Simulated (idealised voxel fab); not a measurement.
process module | voxel self aligned contacts
Section cut is 295 nm wide and gridded with 5 nm square cells.
In what follows, cross-sections appear as grids of square cells, described through bands that run from the top down, where every band is one or more rows of cells.
Band: top height; bottom height; in nm. Then, left to right: material with width in nm, for each material. "full width": a single material spanning edge to edge. "air": empty space.
Basically, 0 is our baseline, since under it the wafer straight out of the box is all one material. The bottom band has no lower end and keeps on going down, so it looks like "0..down".
When a width is written as two numbers, as in "30->40", the first number is the width in the top row of cells of the band and the second is the width in its bottom row, and the width changes by the same amount from each row to the next.
You'll sometimes find "identical to before" written for a step, and that's the way of saying that nowhere in the cross-section did a cell change during that step.
Entry "Trapped cavities". Content: empty spaces with no open connection to the top, size 8 cells or greater. Each: width x height at distance. Distance: from left edge. Unit: nm.
Anything after a step's settings on that line? It's the simulator's own note about the step.
"overlay nm", when on a step's line for a step with a mask, measures how far to the right of its planned place the mask lay; a negative measure means to the left.
### Intended process steps
1,RECEIVE [material Si]
2,CONFORMAL_DEP [material SiO2] [thk nm 5]
3,DIRECTIONAL_DEP [material polySi] [thk nm 30]
4,DIRECTIONAL_DEP [material SiN] [thk nm 25]
5,MASKED_ETCH [tone cover] [mask id GATE] [width nm 30] [pitch nm 75] [etch materials SiN] [depth nm 25] [overlay nm 0]
6,MASKED_ETCH [tone cover] [mask id GATE] [width nm 30] [pitch nm 75] [etch materials polySi] [depth nm 30] [overlay nm 0]
7,CONFORMAL_DEP [material SiN] [thk nm 10]
8,DIRECTIONAL_ETCH [etch materials SiN] [depth nm 10]
9,FILL_DEP [material SiO2] [thk nm 15]
10,CMP [height nm 65]
11,PATTERN [tone open] [mask id CONTACT] [material resist] [width nm 55] [pitch nm 75] [thk nm 15] [overlay nm 0]
12,DIRECTIONAL_ETCH [etch materials SiO2] [depth nm 65]
13,STRIP [etch materials resist]
14,CONFORMAL_DEP [material TiN] [thk nm 5]
15,FILL_DEP [material W] [thk nm 10]
16,CMP [height nm 65]
17,CONFORMAL_DEP [material SiCN] [thk nm 5]
### Wafer, first of two, run as planned
### As received (post step 1): cross-section
    0..down | Si full width
    Trapped cavities: none
### Cross-section through the wafer, step 2 finished
    5..0 | SiO2 full width
    All layers under 0 are left as they were.
### Cross-section through the wafer, step 3 finished
    35..5 | polySi full width
    All layers under 5 are left as they were.
### Cross-section through the wafer, step 4 finished
    60..35 | SiN full width
    All layers under 35 are left as they were.
### Cross-section through the wafer, step 5 finished
    60..35 | 55 air  30 SiN  45 air  30 SiN  45 air  30 SiN  60 air
    All layers under 35 are left as they were.
### Cross-section through the wafer, step 6 finished
    60..35 | 55 air  30 SiN  45 air  30 SiN  45 air  30 SiN  60 air
    35..5 | 55 air  30 polySi  45 air  30 polySi  45 air  30 polySi  60 air
    All layers under 5 are left as they were.
### Cross-section through the wafer, step 7 finished
    70..35 | 45 air  50 SiN  25 air  50 SiN  25 air  50 SiN  50 air
    35..15 | 45 air  10 SiN  30 polySi  10 SiN  25 air  10 SiN  30 polySi  10 SiN  25 air  10 SiN  30 polySi  10 SiN  50 air
    15..5 | 55 SiN  30 polySi  45 SiN  30 polySi  45 SiN  30 polySi  60 SiN
    All layers under 5 are left as they were.
### Cross-section through the wafer, step 8 finished
    60..35 | 45 air  50 SiN  25 air  50 SiN  25 air  50 SiN  50 air
    35..5 | 45 air  10 SiN  30 polySi  10 SiN  25 air  10 SiN  30 polySi  10 SiN  25 air  10 SiN  30 polySi  10 SiN  50 air
    All layers under 5 are left as they were.
### Cross-section through the wafer, step 9 finished
    75..60 | SiO2 full width
    60..35 | 45 SiO2  50 SiN  25 SiO2  50 SiN  25 SiO2  50 SiN  50 SiO2
    35..5 | 45 SiO2  10 SiN  30 polySi  10 SiN  25 SiO2  10 SiN  30 polySi  10 SiN  25 SiO2  10 SiN  30 polySi  10 SiN  50 SiO2
    All layers under 5 are left as they were.
### Cross-section through the wafer, step 10 finished
    65..60 | SiO2 full width
    All layers under 60 are left as they were.
### Cross-section through the wafer, step 11 finished
    80..65 | 80 resist  55 air  20 resist  55 air  85 resist
    All layers under 65 are left as they were.
### Cross-section through the wafer, step 12 finished
    80..65 | 80 resist  55 air  20 resist  55 air  85 resist
    65..60 | 80 SiO2  55 air  20 SiO2  55 air  85 SiO2
    60..35 | 45 SiO2  50 SiN  25 air  50 SiN  25 air  50 SiN  50 SiO2
    35..5 | 45 SiO2  10 SiN  30 polySi  10 SiN  25 air  10 SiN  30 polySi  10 SiN  25 air  10 SiN  30 polySi  10 SiN  50 SiO2
    5..0 | 95 SiO2  25 air  50 SiO2  25 air  100 SiO2
    All layers under 0 are left as they were.
### Cross-section through the wafer, step 13 finished
    65..60 | 80 SiO2  55 air  20 SiO2  55 air  85 SiO2
    All layers under 60 are left as they were.
### Cross-section through the wafer, step 14 finished
    70..65 | 85 TiN  45 air  30 TiN  45 air  90 TiN
    65..60 | 80 SiO2  20 TiN  15 air  20 TiN  20 SiO2  20 TiN  15 air  20 TiN  85 SiO2
    60..35 | 45 SiO2  50 SiN  5 TiN  15 air  5 TiN  50 SiN  5 TiN  15 air  5 TiN  50 SiN  50 SiO2
    35..5 | 45 SiO2  10 SiN  30 polySi  10 SiN  5 TiN  15 air  5 TiN  10 SiN  30 polySi  10 SiN  5 TiN  15 air  5 TiN  10 SiN  30 polySi  10 SiN  50 SiO2
    5..0 | 95 SiO2  25 TiN  50 SiO2  25 TiN  100 SiO2
    All layers under 0 are left as they were.
### Cross-section through the wafer, step 15 finished
    80..70 | W full width
    70..65 | 85 TiN  45 W  30 TiN  45 W  90 TiN
    65..60 | 80 SiO2  20 TiN  15 W  20 TiN  20 SiO2  20 TiN  15 W  20 TiN  85 SiO2
    60..35 | 45 SiO2  50 SiN  5 TiN  15 W  5 TiN  50 SiN  5 TiN  15 W  5 TiN  50 SiN  50 SiO2
    35..5 | 45 SiO2  10 SiN  30 polySi  10 SiN  5 TiN  15 W  5 TiN  10 SiN  30 polySi  10 SiN  5 TiN  15 W  5 TiN  10 SiN  30 polySi  10 SiN  50 SiO2
    All layers under 5 are left as they were.
### Cross-section through the wafer, step 16 finished
    65..60 | 80 SiO2  20 TiN  15 W  20 TiN  20 SiO2  20 TiN  15 W  20 TiN  85 SiO2
    All layers under 60 are left as they were.
### Cross-section through the wafer, step 17 finished
    70..65 | SiCN full width
    All layers under 65 are left as they were.
### Second of two: same start, same plan, one run error; steps up to and including 3 match the first
### when step 4 should have ended
    65..35 | SiN full width
    All layers under 35 are left as they were.
### when step 5 should have ended
    65..40 | 55 air  30 SiN  45 air  30 SiN  45 air  30 SiN  60 air
    All layers under 40 are left as they were.
when step 6 should have ended: identical to before
### when step 7 should have ended
    75..50 | 45 air  50 SiN  25 air  50 SiN  25 air  50 SiN  50 air
    50..35 | SiN full width
    All layers under 35 are left as they were.
### when step 8 should have ended
    65..40 | 45 air  50 SiN  25 air  50 SiN  25 air  50 SiN  50 air
    All layers under 40 are left as they were.
### when step 9 should have ended
    80..65 | SiO2 full width
    65..40 | 45 SiO2  50 SiN  25 SiO2  50 SiN  25 SiO2  50 SiN  50 SiO2
    All layers under 40 are left as they were.
### when step 10 should have ended
    65..40 | 45 SiO2  50 SiN  25 SiO2  50 SiN  25 SiO2  50 SiN  50 SiO2
    All layers under 40 are left as they were.
### when step 11 should have ended
    80..65 | 80 resist  55 air  20 resist  55 air  85 resist
    All layers under 65 are left as they were.
### when step 12 should have ended
    80..65 | 80 resist  55 air  20 resist  55 air  85 resist
    65..40 | 45 SiO2  50 SiN  25 air  50 SiN  25 air  50 SiN  50 SiO2
    All layers under 40 are left as they were.
### when step 13 should have ended
    65..40 | 45 SiO2  50 SiN  25 air  50 SiN  25 air  50 SiN  50 SiO2
    All layers under 40 are left as they were.
### when step 14 should have ended
    70..65 | 100 TiN  15 air  60 TiN  15 air  105 TiN
    65..45 | 45 SiO2  50 SiN  5 TiN  15 air  5 TiN  50 SiN  5 TiN  15 air  5 TiN  50 SiN  50 SiO2
    45..40 | 45 SiO2  50 SiN  25 TiN  50 SiN  25 TiN  50 SiN  50 SiO2
    All layers under 40 are left as they were.
### when step 15 should have ended
    80..70 | W full width
    70..65 | 100 TiN  15 W  60 TiN  15 W  105 TiN
    65..45 | 45 SiO2  50 SiN  5 TiN  15 W  5 TiN  50 SiN  5 TiN  15 W  5 TiN  50 SiN  50 SiO2
    All layers under 45 are left as they were.
### when step 16 should have ended
    65..45 | 45 SiO2  50 SiN  5 TiN  15 W  5 TiN  50 SiN  5 TiN  15 W  5 TiN  50 SiN  50 SiO2
    All layers under 45 are left as they were.
### when step 17 should have ended
    70..65 | SiCN full width
    All layers under 65 are left as they were.
Here's what went sideways: step 4 did not happen as planned, as run it was DIRECTIONAL_DEP [material SiN] [thk nm 30]
Looking at both finished wafers in cells, the second ends up ahead of or behind the first on some materials: SiN -13, SiO2 -141, TiN -44, W -48, polySi +246
